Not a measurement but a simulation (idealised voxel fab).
This section sets out a process module, namely voxel capacitor over wiring.
Section cut is 280 nm wide and gridded with 5 nm square cells.
In what follows, cross-sections appear as grids of square cells, described through bands that run from the top down, where every band is one or more rows of cells.
Per band: top height and bottom height in nm, followed by the left-to-right materials and their widths in nm; "edge to edge" marks a single material spanning edge to edge, "empty" marks empty space.
Height 0 is the level under which the wafer as received is all one material. The lowest band goes on downwards, as in "0 nm and below".
Quick explanation for "30->40": the width changes in equal steps down the rows of cells, from the first number in the band's top row to the second number in its bottom row.
Reading "no alterations made" for a step: not a cell of the cross-section changed in it.
Closed-off voids of 8+ cells (no open route to the top) go in "Voids, fully enclosed", written width x height at distance from the left edge, in nm.
Note: text after step settings on the step line = simulator remark on that step.
A step line may carry the setting "overlay nm", which, for steps involving a mask, states the distance by which the mask lay to the right of its intended position; negative values denote displacement to the left.
Pairs, read this way: before one process step on the one hand, after it on the other, the after cross-section ending at the lowest band that changed; the step between, settings included, beneath. Same starting wafer throughout, but possibly different runs of this module, so no pair continues from the pair above unless its entry headed "Prior to step" says so.
# Prior to step
  75 nm to 70 nm  empty 100; TiN 55; empty 125
  70 nm to 65 nm  empty 100; Al2O3 55; empty 125
  65 nm to 55 nm  empty 95; TiN 65; empty 120
  55 nm to 45 nm  SiO2 100; TiN 5; Ru 5; TiN 5; SiO2 165
  45 nm to 40 nm  SiCN 100; TiN 15; SiCN 165
  40 nm to 35 nm  lowk 85; TiN 5; W 20; TiN 5; lowk 50; TiN 5; W 20; TiN 5; lowk 85
  35 nm to 30 nm  SiN 85; TiN 30; SiN 50; TiN 30; SiN 85
  30 nm to 0 nm  SiO2 edge to edge
  0 nm and below  Si edge to edge
  Voids, fully enclosed: none
# Resulting Cross-Section
  90 nm to 75 nm  SiO2 edge to edge
  75 nm to 70 nm  SiO2 100; TiN 55; SiO2 125
  70 nm to 65 nm  SiO2 100; Al2O3 55; SiO2 125
  65 nm to 55 nm  SiO2 95; TiN 65; SiO2 120
  All layers under 55 are left as they were.
  Voids, fully enclosed: none
Step, pre vs post cross-sections above: FILL_DEP with material SiO2, thk nm 15
Prior to step: the wafer arrives at this step looking as the after cross-section in the pair just above shows it.
# Resulting Cross-Section
  85 nm to 75 nm  SiO2 edge to edge
  All layers under 75 are left as they were.
  Voids, fully enclosed: none
Step, pre vs post cross-sections above: CMP with height nm 85
Prior to step: the wafer arrives at this step looking as the after cross-section in the pair just above shows it.
# Resulting Cross-Section
  100 nm to 85 nm  resist 110; empty 15; resist 155
  All layers under 85 are left as they were.
  Voids, fully enclosed: none
Step, pre vs post cross-sections above: PATTERN with tone open, mask id PLUG_2, material resist, width nm 15, thk nm 15, overlay nm 0
Prior to step: the wafer arrives at this step looking as the after cross-section in the pair just above shows it.
# Resulting Cross-Section
  100 nm to 85 nm  resist 110; empty 15; resist 155
  85 nm to 75 nm  SiO2 110; empty 15; SiO2 155
  All layers under 75 are left as they were.
  Voids, fully enclosed: none
Step, pre vs post cross-sections above: DIRECTIONAL_ETCH with etch materials SiO2, depth nm 10
Prior to step: the wafer arrives at this step looking as the after cross-section in the pair just above shows it.
# Resulting Cross-Section
  85 nm to 75 nm  SiO2 110; empty 15; SiO2 155
  All layers under 75 are left as they were.
  Voids, fully enclosed: none
Step, pre vs post cross-sections above: STRIP with etch materials resist
Prior to step: the wafer arrives at this step looking as the after cross-section in the pair just above shows it.
# Resulting Cross-Section
  90 nm to 85 nm  TiN 115; empty 5; TiN 160
  85 nm to 80 nm  SiO2 110; TiN 5; empty 5; TiN 5; SiO2 155
  80 nm to 70 nm  SiO2 110->100; TiN 15->55; SiO2 155->125
  All layers under 70 are left as they were.
  Voids, fully enclosed: none
Step, pre vs post cross-sections above: CONFORMAL_DEP with material TiN, thk nm 5
Prior to step: the wafer arrives at this step looking as the after cross-section in the pair just above shows it.
# Resulting Cross-Section
  95 nm to 90 nm  Cu edge to edge
  90 nm to 85 nm  TiN 115; Cu 5; TiN 160
  85 nm to 80 nm  SiO2 110; TiN 5; Cu 5; TiN 5; SiO2 155
  All layers under 80 are left as they were.
  Voids, fully enclosed: none
Step, pre vs post cross-sections above: FILL_DEP with material Cu, thk nm 5
Prior to step: the wafer arrives at this step looking as the after cross-section in the pair just above shows it.
# Resulting Cross-Section
  85 nm to 80 nm  SiO2 110; TiN 5; Cu 5; TiN 5; SiO2 155
  All layers under 80 are left as they were.
  Voids, fully enclosed: none
Step, pre vs post cross-sections above: CMP with height nm 85
Prior to step: the wafer arrives at this step looking as the after cross-section in the pair just above shows it.
# Resulting Cross-Section
  90 nm to 85 nm  SiCN edge to edge
  All layers under 85 are left as they were.
  Voids, fully enclosed: none
Step, pre vs post cross-sections above: CONFORMAL_DEP with material SiCN, thk nm 5
# Prior to step
  0 nm and below  Si edge to edge
  Voids, fully enclosed: none
# Resulting Cross-Section
  5 nm to 0 nm  SiN edge to edge
  All layers under 0 are left as they were.
  Voids, fully enclosed: none
Step, pre vs post cross-sections above: CONFORMAL_DEP with material SiN, thk nm 5
Prior to step: the wafer arrives at this step looking as the after cross-section in the pair just above shows it.
# Resulting Cross-Section
  20 nm to 5 nm  SiO2 edge to edge
  All layers under 5 are left as they were.
  Voids, fully enclosed: none
Step, pre vs post cross-sections above: CONFORMAL_DEP with material SiO2, thk nm 15
Prior to step: the wafer arrives at this step looking as the after cross-section in the pair just above shows it.
# Resulting Cross-Section
  40 nm to 20 nm  lowk edge to edge
  All layers under 20 are left as they were.
  Voids, fully enclosed: none
Step, pre vs post cross-sections above: DIRECTIONAL_DEP with material lowk, thk nm 20
Prior to step: the wafer arrives at this step looking as the after cross-section in the pair just above shows it.
# Resulting Cross-Section
  55 nm to 40 nm  resist 85; empty 30; resist 50; empty 30; resist 85
  All layers under 40 are left as they were.
  Voids, fully enclosed: none
Step, pre vs post cross-sections above: PATTERN with tone open, mask id METAL_1, material resist, width nm 30, pitch nm 80, thk nm 15, overlay nm 0
Prior to step: the wafer arrives at this step looking as the after cross-section in the pair just above shows it.
# Resulting Cross-Section
  55 nm to 40 nm  resist 85; empty 30; resist 50; empty 30; resist 85
  40 nm to 20 nm  lowk 85; empty 30; lowk 50; empty 30; lowk 85
  All layers under 20 are left as they were.
  Voids, fully enclosed: none
Step, pre vs post cross-sections above: DIRECTIONAL_ETCH with etch materials lowk, depth nm 20
Prior to step: the wafer arrives at this step looking as the after cross-section in the pair just above shows it.
# Resulting Cross-Section
  40 nm to 20 nm  lowk 85; empty 30; lowk 50; empty 30; lowk 85
  All layers under 20 are left as they were.
  Voids, fully enclosed: none
Step, pre vs post cross-sections above: STRIP with etch materials resist
Prior to step: the wafer arrives at this step looking as the after cross-section in the pair just above shows it.
# Resulting Cross-Section
  45 nm to 40 nm  TiN 90; empty 20; TiN 60; empty 20; TiN 90
  40 nm to 25 nm  lowk 85; TiN 5; empty 20; TiN 5; lowk 50; TiN 5; empty 20; TiN 5; lowk 85
  25 nm to 20 nm  lowk 85; TiN 30; lowk 50; TiN 30; lowk 85
  All layers under 20 are left as they were.
  Voids, fully enclosed: none
Step, pre vs post cross-sections above: CONFORMAL_DEP with material TiN, thk nm 5
Prior to step: the wafer arrives at this step looking as the after cross-section in the pair just above shows it.
# Resulting Cross-Section
  50 nm to 45 nm  W edge to edge
  45 nm to 40 nm  TiN 90; W 20; TiN 60; W 20; TiN 90
  40 nm to 25 nm  lowk 85; TiN 5; W 20; TiN 5; lowk 50; TiN 5; W 20; TiN 5; lowk 85
  All layers under 25 are left as they were.
  Voids, fully enclosed: none
Step, pre vs post cross-sections above: FILL_DEP with material W, thk nm 5
Prior to step: the wafer arrives at this step looking as the after cross-section in the pair just above shows it.
# Resulting Cross-Section
  40 nm to 25 nm  lowk 85; TiN 5; W 20; TiN 5; lowk 50; TiN 5; W 20; TiN 5; lowk 85
  All layers under 25 are left as they were.
  Voids, fully enclosed: none
Step, pre vs post cross-sections above: CMP with height nm 40
Prior to step: the wafer arrives at this step looking as the after cross-section in the pair just above shows it.
# Resulting Cross-Section
  45 nm to 40 nm  SiCN edge to edge
  All layers under 40 are left as they were.
  Voids, fully enclosed: none
Step, pre vs post cross-sections above: CONFORMAL_DEP with material SiCN, thk nm 5
Prior to step: the wafer arrives at this step looking as the after cross-section in the pair just above shows it.
# Resulting Cross-Section
  55 nm to 45 nm  SiO2 edge to edge
  All layers under 45 are left as they were.
  Voids, fully enclosed: none
Step, pre vs post cross-sections above: DIRECTIONAL_DEP with material SiO2, thk nm 10
Prior to step: the wafer arrives at this step looking as the after cross-section in the pair just above shows it.
# Resulting Cross-Section
  65 nm to 55 nm  aC edge to edge
  All layers under 55 are left as they were.
  Voids, fully enclosed: none
Step, pre vs post cross-sections above: DIRECTIONAL_DEP with material aC, thk nm 10
Prior to step: the wafer arrives at this step looking as the after cross-section in the pair just above shows it.
# Resulting Cross-Section
  95 nm to 65 nm  resist 100; empty 15; resist 165
  All layers under 65 are left as they were.
  Voids, fully enclosed: none
Step, pre vs post cross-sections above: PATTERN with tone open, mask id PLUG_1, material resist, width nm 15, thk nm 30, overlay nm 0
Prior to step: the wafer arrives at this step looking as the after cross-section in the pair just above shows it.
# Resulting Cross-Section
  85 nm to 65 nm  resist 100; empty 15; resist 165
  65 nm to 55 nm  aC 100; empty 15; aC 165
  All layers under 55 are left as they were.
  Voids, fully enclosed: none
Step, pre vs post cross-sections above: DIRECTIONAL_ETCH with etch materials aC, depth nm 10
Prior to step: the wafer arrives at this step looking as the after cross-section in the pair just above shows it.
# Resulting Cross-Section
  65 nm to 55 nm  aC 100; empty 15; aC 165
  All layers under 55 are left as they were.
  Voids, fully enclosed: none
Step, pre vs post cross-sections above: STRIP with etch materials resist
Prior to step: the wafer arrives at this step looking as the after cross-section in the pair just above shows it.
# Resulting Cross-Section
  65 nm to 55 nm  aC 100; empty 15; aC 165
  55 nm to 45 nm  SiO2 100; empty 15; SiO2 165
  All layers under 45 are left as they were.
  Voids, fully enclosed: none
Step, pre vs post cross-sections above: DIRECTIONAL_ETCH with etch materials SiO2, depth nm 10
Prior to step: the wafer arrives at this step looking as the after cross-section in the pair just above shows it.
# Resulting Cross-Section
  65 nm to 55 nm  aC 100; empty 15; aC 165
  55 nm to 45 nm  SiO2 100; empty 15; SiO2 165
  45 nm to 40 nm  SiCN 100; empty 15; SiCN 165
  All layers under 40 are left as they were.
  Voids, fully enclosed: none
Step, pre vs post cross-sections above: DIRECTIONAL_ETCH with etch materials SiCN, depth nm 5
Prior to step: the wafer arrives at this step looking as the after cross-section in the pair just above shows it.
# Resulting Cross-Section
  55 nm to 45 nm  SiO2 100; empty 15; SiO2 165
  All layers under 45 are left as they were.
  Voids, fully enclosed: none
Step, pre vs post cross-sections above: STRIP with etch materials aC
Prior to step: the wafer arrives at this step looking as the after cross-section in the pair just above shows it.
# Resulting Cross-Section
  60 nm to 55 nm  TiN 105; empty 5; TiN 170
  55 nm to 45 nm  SiO2 100; TiN 5; empty 5; TiN 5; SiO2 165
  45 nm to 40 nm  SiCN 100; TiN 15; SiCN 165
  All layers under 40 are left as they were.
  Voids, fully enclosed: none
Step, pre vs post cross-sections above: CONFORMAL_DEP with material TiN, thk nm 5
Prior to step: the wafer arrives at this step looking as the after cross-section in the pair just above shows it.
# Resulting Cross-Section
  65 nm to 60 nm  Ru edge to edge
  60 nm to 55 nm  TiN 105; Ru 5; TiN 170
  55 nm to 45 nm  SiO2 100; TiN 5; Ru 5; TiN 5; SiO2 165
  All layers under 45 are left as they were.
  Voids, fully enclosed: none
Step, pre vs post cross-sections above: FILL_DEP with material Ru, thk nm 5
Prior to step: the wafer arrives at this step looking as the after cross-section in the pair just above shows it.
# Resulting Cross-Section
  55 nm to 45 nm  SiO2 100; TiN 5; Ru 5; TiN 5; SiO2 165
  All layers under 45 are left as they were.
  Voids, fully enclosed: none
Step, pre vs post cross-sections above: CMP with height nm 55
Prior to step: the wafer arrives at this step looking as the after cross-section in the pair just above shows it.
# Resulting Cross-Section
  65 nm to 55 nm  TiN edge to edge
  All layers under 55 are left as they were.
  Voids, fully enclosed: none
Step, pre vs post cross-sections above: DIRECTIONAL_DEP with material TiN, thk nm 10
Prior to step: the wafer arrives at this step looking as the after cross-section in the pair just above shows it.
# Resulting Cross-Section
  70 nm to 65 nm  Al2O3 edge to edge
  All layers under 65 are left as they were.
  Voids, fully enclosed: none
Step, pre vs post cross-sections above: DIRECTIONAL_DEP with material Al2O3, thk nm 5
Prior to step: the wafer arrives at this step looking as the after cross-section in the pair just above shows it.
# Resulting Cross-Section
  75 nm to 70 nm  TiN edge to edge
  All layers under 70 are left as they were.
  Voids, fully enclosed: none
Step, pre vs post cross-sections above: DIRECTIONAL_DEP with material TiN, thk nm 5
Prior to step: the wafer arrives at this step looking as the after cross-section in the pair just above shows it.
# Resulting Cross-Section
  75 nm to 70 nm  empty 100; TiN 55; empty 125
  All layers under 70 are left as they were.
  Voids, fully enclosed: none
Step, pre vs post cross-sections above: MASKED_ETCH with tone cover, mask id UPPER_PLATE, width nm 55, etch materials TiN, depth nm 5, overlay nm 0
Prior to step: the wafer arrives at this step looking as the after cross-section in the pair just above shows it.
# Resulting Cross-Section
  75 nm to 70 nm  empty 100; TiN 55; empty 125
  70 nm to 65 nm  empty 100; Al2O3 55; empty 125
  All layers under 65 are left as they were.
  Voids, fully enclosed: none
Step, pre vs post cross-sections above: MASKED_ETCH with tone cover, mask id UPPER_PLATE, width nm 55, etch materials Al2O3, depth nm 5, overlay nm 0
Prior to step: the wafer arrives at this step looking as the after cross-section in the pair just above shows it.
# Resulting Cross-Section
  90 nm to 75 nm  empty 95; resist 65; empty 120
  75 nm to 70 nm  empty 95; resist 5; TiN 55; resist 5; empty 120
  70 nm to 65 nm  empty 95; resist 5; Al2O3 55; resist 5; empty 120
  All layers under 65 are left as they were.
  Voids, fully enclosed: none
Step, pre vs post cross-sections above: PATTERN with tone cover, mask id LOWER_PLATE, material resist, width nm 65, thk nm 15, overlay nm 0
Prior to step: the wafer arrives at this step looking as the after cross-section in the pair just above shows it.
# Resulting Cross-Section
  90 nm to 75 nm  empty 95; resist 65; empty 120
  75 nm to 70 nm  empty 95; resist 5; TiN 55; resist 5; empty 120
  70 nm to 65 nm  empty 95; resist 5; Al2O3 55; resist 5; empty 120
  65 nm to 55 nm  empty 95; TiN 65; empty 120
  All layers under 55 are left as they were.
  Voids, fully enclosed: none
Step, pre vs post cross-sections above: DIRECTIONAL_ETCH with etch materials TiN, depth nm 10
Prior to step: the wafer arrives at this step looking as the after cross-section in the pair just above shows it.
# Resulting Cross-Section
  75 nm to 70 nm  empty 100; TiN 55; empty 125
  70 nm to 65 nm  empty 100; Al2O3 55; empty 125
  All layers under 65 are left as they were.
  Voids, fully enclosed: none
Step, pre vs post cross-sections above: STRIP with etch materials resist
Prior to step: the wafer arrives at this step looking as the after cross-section in the pair just above shows it.
# Resulting Cross-Section
  90 nm to 75 nm  SiO2 edge to edge
  75 nm to 70 nm  SiO2 100; TiN 55; SiO2 125
  70 nm to 65 nm  SiO2 100; Al2O3 55; SiO2 125
  65 nm to 55 nm  SiO2 95; TiN 65; SiO2 120
  All layers under 55 are left as they were.
  Voids, fully enclosed: none
Step, pre vs post cross-sections above: FILL_DEP with material SiO2, thk nm 15
Prior to step: the wafer arrives at this step looking as the after cross-section in the pair just above shows it.
# Resulting Cross-Section
  85 nm to 75 nm  SiO2 edge to edge
  All layers under 75 are left as they were.
  Voids, fully enclosed: none
Step, pre vs post cross-sections above: CMP with height nm 85
Prior to step: the wafer arrives at this step looking as the after cross-section in the pair just above shows it.
# Resulting Cross-Section
  100 nm to 85 nm  resist 110; empty 15; resist 155
  All layers under 85 are left as they were.
  Voids, fully enclosed: none
Step, pre vs post cross-sections above: PATTERN with tone open, mask id PLUG_2, material resist, width nm 15, thk nm 15, overlay nm 0
Prior to step: the wafer arrives at this step looking as the after cross-section in the pair just above shows it.
# Resulting Cross-Section
  100 nm to 85 nm  resist 110; empty 15; resist 155
  85 nm to 75 nm  SiO2 110; empty 15; SiO2 155
  All layers under 75 are left as they were.
  Voids, fully enclosed: none
Step, pre vs post cross-sections above: DIRECTIONAL_ETCH with etch materials SiO2, depth nm 10
Prior to step: the wafer arrives at this step looking as the after cross-section in the pair just above shows it.
# Resulting Cross-Section
  85 nm to 75 nm  SiO2 110; empty 15; SiO2 155
  All layers under 75 are left as they were.
  Voids, fully enclosed: none
Step, pre vs post cross-sections above: STRIP with etch materials resist
Prior to step: the wafer arrives at this step looking as the after cross-section in the pair just above shows it.
# Resulting Cross-Section
  90 nm to 85 nm  TiN 115; empty 5; TiN 160
  85 nm to 80 nm  SiO2 110; TiN 5; empty 5; TiN 5; SiO2 155
  80 nm to 70 nm  SiO2 110->100; TiN 15->55; SiO2 155->125
  All layers under 70 are left as they were.
  Voids, fully enclosed: none
Step, pre vs post cross-sections above: CONFORMAL_DEP with material TiN, thk nm 5
Prior to step: the wafer arrives at this step looking as the after cross-section in the pair just above shows it.
# Resulting Cross-Section
  95 nm to 90 nm  Cu edge to edge
  90 nm to 85 nm  TiN 115; Cu 5; TiN 160
  85 nm to 80 nm  SiO2 110; TiN 5; Cu 5; TiN 5; SiO2 155
  All layers under 80 are left as they were.
  Voids, fully enclosed: none
Step, pre vs post cross-sections above: FILL_DEP with material Cu, thk nm 5
Prior to step: the wafer arrives at this step looking as the after cross-section in the pair just above shows it.
# Resulting Cross-Section
  85 nm to 80 nm  SiO2 110; TiN 5; Cu 5; TiN 5; SiO2 155
  All layers under 80 are left as they were.
  Voids, fully enclosed: none
Step, pre vs post cross-sections above: CMP with height nm 85
Prior to step: the wafer arrives at this step looking as the after cross-section in the pair just above shows it.
# Resulting Cross-Section
  90 nm to 85 nm  SiCN edge to edge
  All layers under 85 are left as they were.
  Voids, fully enclosed: none
Step, pre vs post cross-sections above: CONFORMAL_DEP with material SiCN, thk nm 5
# Prior to step
  90 nm to 75 nm  SiO2 edge to edge
  75 nm to 70 nm  SiO2 100; TiN 55; SiO2 125
  70 nm to 65 nm  SiO2 100; Al2O3 55; SiO2 125
  65 nm to 55 nm  SiO2 95; TiN 65; SiO2 120
  55 nm to 45 nm  SiO2 100; TiN 5; Ru 5; TiN 5; SiO2 165
  45 nm to 40 nm  SiCN 100; TiN 15; SiCN 165
  40 nm to 20 nm  lowk 85; TiN 5; W 20; TiN 5; lowk 50; TiN 5; W 20; TiN 5; lowk 85
  20 nm to 15 nm  SiN 85; TiN 30; SiN 50; TiN 30; SiN 85
  15 nm to 0 nm  SiO2 edge to edge
  0 nm and below  Si edge to edge
  Voids, fully enclosed: none
# Resulting Cross-Section
  80 nm to 75 nm  SiO2 edge to edge
  All layers under 75 are left as they were.
  Voids, fully enclosed: none
Step, pre vs post cross-sections above: CMP with height nm 80
Prior to step: the wafer arrives at this step looking as the after cross-section in the pair just above shows it.
# Resulting Cross-Section
  95 nm to 80 nm  resist 110; empty 15; resist 155
  All layers under 80 are left as they were.
  Voids, fully enclosed: none
Step, pre vs post cross-sections above: PATTERN with tone open, mask id PLUG_2, material resist, width nm 15, thk nm 15, overlay nm 0
Prior to step: the wafer arrives at this step looking as the after cross-section in the pair just above shows it.
# Resulting Cross-Section
  95 nm to 80 nm  resist 110; empty 15; resist 155
  80 nm to 75 nm  SiO2 110; empty 15; SiO2 155
  All layers under 75 are left as they were.
  Voids, fully enclosed: none
Step, pre vs post cross-sections above: DIRECTIONAL_ETCH with etch materials SiO2, depth nm 10
Prior to step: the wafer arrives at this step looking as the after cross-section in the pair just above shows it.
# Resulting Cross-Section
  80 nm to 75 nm  SiO2 110; empty 15; SiO2 155
  All layers under 75 are left as they were.
  Voids, fully enclosed: none
Step, pre vs post cross-sections above: STRIP with etch materials resist
Prior to step: the wafer arrives at this step looking as the after cross-section in the pair just above shows it.
# Resulting Cross-Section
  85 nm to 80 nm  TiN 115; empty 5; TiN 160
  80 nm to 70 nm  SiO2 110->100; TiN 15->55; SiO2 155->125
  All layers under 70 are left as they were.
  Voids, fully enclosed: none
Step, pre vs post cross-sections above: CONFORMAL_DEP with material TiN, thk nm 5
Prior to step: the wafer arrives at this step looking as the after cross-section in the pair just above shows it.
# Resulting Cross-Section
  90 nm to 85 nm  Cu edge to edge
  85 nm to 80 nm  TiN 115; Cu 5; TiN 160
  All layers under 80 are left as they were.
  Voids, fully enclosed: none
Step, pre vs post cross-sections above: FILL_DEP with material Cu, thk nm 5
Prior to step: the wafer arrives at this step looking as the after cross-section in the pair just above shows it.
# Resulting Cross-Section
  85 nm to 80 nm  TiN 115; Cu 5; TiN 160
  All layers under 80 are left as they were.
  Voids, fully enclosed: none
Step, pre vs post cross-sections above: CMP with height nm 85
Prior to step: the wafer arrives at this step looking as the after cross-section in the pair just above shows it.
# Resulting Cross-Section
  90 nm to 85 nm  SiCN edge to edge
  All layers under 85 are left as they were.
  Voids, fully enclosed: none
Step, pre vs post cross-sections above: CONFORMAL_DEP with material SiCN, thk nm 5
# Prior to step
  85 nm to 75 nm  SiO2 edge to edge
  75 nm to 70 nm  SiO2 100; TiN 55; SiO2 125
  70 nm to 65 nm  SiO2 100; Al2O3 55; SiO2 125
  65 nm to 55 nm  SiO2 95; TiN 65; SiO2 120
  55 nm to 45 nm  SiO2 100; TiN 5; Ru 5; TiN 5; SiO2 165
  45 nm to 40 nm  SiCN 100; TiN 15; SiCN 165
  40 nm to 20 nm  lowk 85; TiN 5; W 20; TiN 5; lowk 50; TiN 5; W 20; TiN 5; lowk 85
  20 nm to 15 nm  SiN 85; TiN 30; SiN 50; TiN 30; SiN 85
  15 nm to 0 nm  SiO2 edge to edge
  0 nm and below  Si edge to edge
  Voids, fully enclosed: none
# Resulting Cross-Section
  100 nm to 85 nm  resist 105; empty 25; resist 150
  All layers under 85 are left as they were.
  Voids, fully enclosed: none
Step, pre vs post cross-sections above: PATTERN with tone open, mask id PLUG_2, material resist, width nm 25, thk nm 15, overlay nm 0
Prior to step: the wafer arrives at this step looking as the after cross-section in the pair just above shows it.
# Resulting Cross-Section
  100 nm to 85 nm  resist 105; empty 25; resist 150
  85 nm to 75 nm  SiO2 105; empty 25; SiO2 150
  All layers under 75 are left as they were.
  Voids, fully enclosed: none
Step, pre vs post cross-sections above: DIRECTIONAL_ETCH with etch materials SiO2, depth nm 10
Prior to step: the wafer arrives at this step looking as the after cross-section in the pair just above shows it.
# Resulting Cross-Section
  85 nm to 75 nm  SiO2 105; empty 25; SiO2 150
  All layers under 75 are left as they were.
  Voids, fully enclosed: none
Step, pre vs post cross-sections above: STRIP with etch materials resist
Prior to step: the wafer arrives at this step looking as the after cross-section in the pair just above shows it.
# Resulting Cross-Section
  90 nm to 85 nm  TiN 110; empty 15; TiN 155
  85 nm to 80 nm  SiO2 105; TiN 5; empty 15; TiN 5; SiO2 150
  80 nm to 70 nm  SiO2 105->100; TiN 25->55; SiO2 150->125
  All layers under 70 are left as they were.
  Voids, fully enclosed: none
Step, pre vs post cross-sections above: CONFORMAL_DEP with material TiN, thk nm 5
Prior to step: the wafer arrives at this step looking as the after cross-section in the pair just above shows it.
# Resulting Cross-Section
  95 nm to 90 nm  Cu edge to edge
  90 nm to 85 nm  TiN 110; Cu 15; TiN 155
  85 nm to 80 nm  SiO2 105; TiN 5; Cu 15; TiN 5; SiO2 150
  All layers under 80 are left as they were.
  Voids, fully enclosed: none
Step, pre vs post cross-sections above: FILL_DEP with material Cu, thk nm 5
Prior to step: the wafer arrives at this step looking as the after cross-section in the pair just above shows it.
# Resulting Cross-Section
  85 nm to 80 nm  SiO2 105; TiN 5; Cu 15; TiN 5; SiO2 150
  All layers under 80 are left as they were.
  Voids, fully enclosed: none
Step, pre vs post cross-sections above: CMP with height nm 85
Prior to step: the wafer arrives at this step looking as the after cross-section in the pair just above shows it.
# Resulting Cross-Section
  90 nm to 85 nm  SiCN edge to edge
  All layers under 85 are left as they were.
  Voids, fully enclosed: none
Step, pre vs post cross-sections above: CONFORMAL_DEP with material SiCN, thk nm 5
# Prior to step
  65 nm to 55 nm  aC edge to edge
  55 nm to 45 nm  SiO2 edge to edge
  45 nm to 40 nm  SiCN edge to edge
  40 nm to 20 nm  lowk 85; TiN 5; W 20; TiN 5; lowk 50; TiN 5; W 20; TiN 5; lowk 85
  20 nm to 15 nm  SiN 85; TiN 30; SiN 50; TiN 30; SiN 85
  15 nm to 0 nm  SiO2 edge to edge
  0 nm and below  Si edge to edge
  Voids, fully enclosed: none
# Resulting Cross-Section
  95 nm to 65 nm  resist 105; empty 15; resist 160
  All layers under 65 are left as they were.
  Voids, fully enclosed: none
Step, pre vs post cross-sections above: PATTERN with tone open, mask id PLUG_1, material resist, width nm 15, thk nm 30, overlay nm 5
Prior to step: the wafer arrives at this step looking as the after cross-section in the pair just above shows it.
# Resulting Cross-Section
  85 nm to 65 nm  resist 105; empty 15; resist 160
  65 nm to 55 nm  aC 105; empty 15; aC 160
  All layers under 55 are left as they were.
  Voids, fully enclosed: none
Step, pre vs post cross-sections above: DIRECTIONAL_ETCH with etch materials aC, depth nm 10
Prior to step: the wafer arrives at this step looking as the after cross-section in the pair just above shows it.
# Resulting Cross-Section
  65 nm to 55 nm  aC 105; empty 15; aC 160
  All layers under 55 are left as they were.
  Voids, fully enclosed: none
Step, pre vs post cross-sections above: STRIP with etch materials resist
Prior to step: the wafer arrives at this step looking as the after cross-section in the pair just above shows it.
# Resulting Cross-Section
  65 nm to 55 nm  aC 105; empty 15; aC 160
  55 nm to 45 nm  SiO2 105; empty 15; SiO2 160
  All layers under 45 are left as they were.
  Voids, fully enclosed: none
Step, pre vs post cross-sections above: DIRECTIONAL_ETCH with etch materials SiO2, depth nm 10
Prior to step: the wafer arrives at this step looking as the after cross-section in the pair just above shows it.
# Resulting Cross-Section
  65 nm to 55 nm  aC 105; empty 15; aC 160
  55 nm to 45 nm  SiO2 105; empty 15; SiO2 160
  45 nm to 40 nm  SiCN 105; empty 15; SiCN 160
  All layers under 40 are left as they were.
  Voids, fully enclosed: none
Step, pre vs post cross-sections above: DIRECTIONAL_ETCH with etch materials SiCN, depth nm 5
Prior to step: the wafer arrives at this step looking as the after cross-section in the pair just above shows it.
# Resulting Cross-Section
  55 nm to 45 nm  SiO2 105; empty 15; SiO2 160
  All layers under 45 are left as they were.
  Voids, fully enclosed: none
Step, pre vs post cross-sections above: STRIP with etch materials aC
Prior to step: the wafer arrives at this step looking as the after cross-section in the pair just above shows it.
# Resulting Cross-Section
  60 nm to 55 nm  TiN 110; empty 5; TiN 165
  55 nm to 45 nm  SiO2 105; TiN 5; empty 5; TiN 5; SiO2 160
  45 nm to 40 nm  SiCN 105; TiN 15; SiCN 160
  All layers under 40 are left as they were.
  Voids, fully enclosed: none
Step, pre vs post cross-sections above: CONFORMAL_DEP with material TiN, thk nm 5
Prior to step: the wafer arrives at this step looking as the after cross-section in the pair just above shows it.
# Resulting Cross-Section
  65 nm to 60 nm  Ru edge to edge
  60 nm to 55 nm  TiN 110; Ru 5; TiN 165
  55 nm to 45 nm  SiO2 105; TiN 5; Ru 5; TiN 5; SiO2 160
  All layers under 45 are left as they were.
  Voids, fully enclosed: none
Step, pre vs post cross-sections above: FILL_DEP with material Ru, thk nm 5
Prior to step: the wafer arrives at this step looking as the after cross-section in the pair just above shows it.
# Resulting Cross-Section
  55 nm to 45 nm  SiO2 105; TiN 5; Ru 5; TiN 5; SiO2 160
  All layers under 45 are left as they were.
  Voids, fully enclosed: none
Step, pre vs post cross-sections above: CMP with height nm 55
Prior to step: the wafer arrives at this step looking as the after cross-section in the pair just above shows it.
# Resulting Cross-Section
  65 nm to 55 nm  TiN edge to edge
  All layers under 55 are left as they were.
  Voids, fully enclosed: none
Step, pre vs post cross-sections above: DIRECTIONAL_DEP with material TiN, thk nm 10
Prior to step: the wafer arrives at this step looking as the after cross-section in the pair just above shows it.
# Resulting Cross-Section
  70 nm to 65 nm  Al2O3 edge to edge
  All layers under 65 are left as they were.
  Voids, fully enclosed: none
Step, pre vs post cross-sections above: DIRECTIONAL_DEP with material Al2O3, thk nm 5
Prior to step: the wafer arrives at this step looking as the after cross-section in the pair just above shows it.
# Resulting Cross-Section
  75 nm to 70 nm  TiN edge to edge
  All layers under 70 are left as they were.
  Voids, fully enclosed: none
Step, pre vs post cross-sections above: DIRECTIONAL_DEP with material TiN, thk nm 5
Prior to step: the wafer arrives at this step looking as the after cross-section in the pair just above shows it.
# Resulting Cross-Section
  75 nm to 70 nm  empty 100; TiN 55; empty 125
  All layers under 70 are left as they were.
  Voids, fully enclosed: none
Step, pre vs post cross-sections above: MASKED_ETCH with tone cover, mask id UPPER_PLATE, width nm 55, etch materials TiN, depth nm 5, overlay nm 0
Prior to step: the wafer arrives at this step looking as the after cross-section in the pair just above shows it.
# Resulting Cross-Section
  75 nm to 70 nm  empty 100; TiN 55; empty 125
  70 nm to 65 nm  empty 100; Al2O3 55; empty 125
  All layers under 65 are left as they were.
  Voids, fully enclosed: none
Step, pre vs post cross-sections above: MASKED_ETCH with tone cover, mask id UPPER_PLATE, width nm 55, etch materials Al2O3, depth nm 5, overlay nm 0
Prior to step: the wafer arrives at this step looking as the after cross-section in the pair just above shows it.
# Resulting Cross-Section
  90 nm to 75 nm  empty 95; resist 65; empty 120
  75 nm to 70 nm  empty 95; resist 5; TiN 55; resist 5; empty 120
  70 nm to 65 nm  empty 95; resist 5; Al2O3 55; resist 5; empty 120
  All layers under 65 are left as they were.
  Voids, fully enclosed: none
Step, pre vs post cross-sections above: PATTERN with tone cover, mask id LOWER_PLATE, material resist, width nm 65, thk nm 15, overlay nm 0
Prior to step: the wafer arrives at this step looking as the after cross-section in the pair just above shows it.
# Resulting Cross-Section
  90 nm to 75 nm  empty 95; resist 65; empty 120
  75 nm to 70 nm  empty 95; resist 5; TiN 55; resist 5; empty 120
  70 nm to 65 nm  empty 95; resist 5; Al2O3 55; resist 5; empty 120
  65 nm to 55 nm  empty 95; TiN 65; empty 120
  All layers under 55 are left as they were.
  Voids, fully enclosed: none
Step, pre vs post cross-sections above: DIRECTIONAL_ETCH with etch materials TiN, depth nm 10
Prior to step: the wafer arrives at this step looking as the after cross-section in the pair just above shows it.
# Resulting Cross-Section
  75 nm to 70 nm  empty 100; TiN 55; empty 125
  70 nm to 65 nm  empty 100; Al2O3 55; empty 125
  All layers under 65 are left as they were.
  Voids, fully enclosed: none
Step, pre vs post cross-sections above: STRIP with etch materials resist
